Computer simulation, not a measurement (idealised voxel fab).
Herein follows the process module entitled voxel self aligned vias.
160 nm wide, 5 nm square cells: that's cross-section cut.
Cross-sections here: square-cell grids, written as top-down lists of bands, a band being one or more rows of cells.
Per band: top height and bottom height in nm, followed by the left-to-right materials and their widths in nm; "throughout" marks a single material spanning edge to edge, "empty" marks empty space.
The level at which height equals 0 is the one under which the wafer, as it arrives, is entirely one material. No lower edge exists for the bottom band, which continues downward and is notated as in "0..down".
Width spec "30 to 40" -> top row of cells at first value, bottom row at second value, equal per-row change in between.
For the purposes of this document, the phrase "same as before" attached to a step denotes that no cell within the cross-section was modified by that step.
In "Closed cavities" the enclosed voids are listed, meaning empty spaces of 8 cells or larger without any opening to the top. The form is width x height at distance, distance from the left edge, units nm.
Past the settings on a step's line: simulator remark, on that step.
Regarding "overlay nm": on a step with a mask, it is the distance the mask lay to the right of its planned place; a negative value places it to the left.

# Intended process steps
1 RECEIVE with material Si
2 CONFORMAL_DEP with material SiO2, thk nm 15
3 CONFORMAL_DEP with material SiCN, thk nm 5
4 DIRECTIONAL_DEP with material SiO2, thk nm 25
5 MASKED_ETCH with tone open, mask id LINES, width nm 25, pitch nm 50, etch materials SiO2, depth nm 25, overlay nm 0
6 CONFORMAL_DEP with material TiN, thk nm 5
7 FILL_DEP with material Ru, thk nm 10
8 CMP with height nm 45
9 SELECTIVE_ETCH with etch materials W Ru TiN, depth nm 10
10 FILL_DEP with material SiN, thk nm 5
11 CMP with height nm 45
12 DIRECTIONAL_DEP with material SiO2, thk nm 20
13 PATTERN with tone open, mask id VIAS, material resist, width nm 35, pitch nm 50, thk nm 20, overlay nm 0
14 DIRECTIONAL_ETCH with etch materials SiO2, depth nm 20
15 DIRECTIONAL_ETCH with etch materials SiN, depth nm 10
16 STRIP with etch materials resist
17 CONFORMAL_DEP with material TiN, thk nm 5
18 FILL_DEP with material W, thk nm 10
19 CMP with height nm 65
20 CONFORMAL_DEP with material SiCN, thk nm 5

# Here's what the wafer looked like in cross-section when it arrived - that's after step 1
    0..down  Si throughout
    Closed cavities: none

# The following cross-section depicts the wafer upon conclusion of the module. Processing commenced from the starting condition illustrated above and adhered to the plan illustrated above, save for one mistake in execution
    80..75  SiCN throughout
    75..70  W throughout
    70..65  TiN 40, W 25, TiN 25, W 25, TiN 45
    65..50  SiO2 35, TiN 5, W 25, TiN 5, SiO2 15, TiN 5, W 25, TiN 5, SiO2 40
    50..40  SiO2 35 to 40, TiN 10 to 5, W 15, TiN 10 to 5, SiO2 15 to 25, TiN 10 to 5, W 15, TiN 10 to 5, SiO2 40 to 45
    40..35  SiO2 40, TiN 25, SiO2 25, TiN 25, SiO2 45
    35..25  SiO2 40, TiN 5, Ru 15, TiN 5, SiO2 25, TiN 5, Ru 15, TiN 5, SiO2 45
    25..20  SiO2 40, TiN 25, SiO2 25, TiN 25, SiO2 45
    20..15  SiCN throughout
    15..0  SiO2 throughout
    0..down  Si throughout
    Closed cavities: none
Want to know what went wrong? step 19 ran differently from the plan; actual operation with settings: CMP with height nm 75
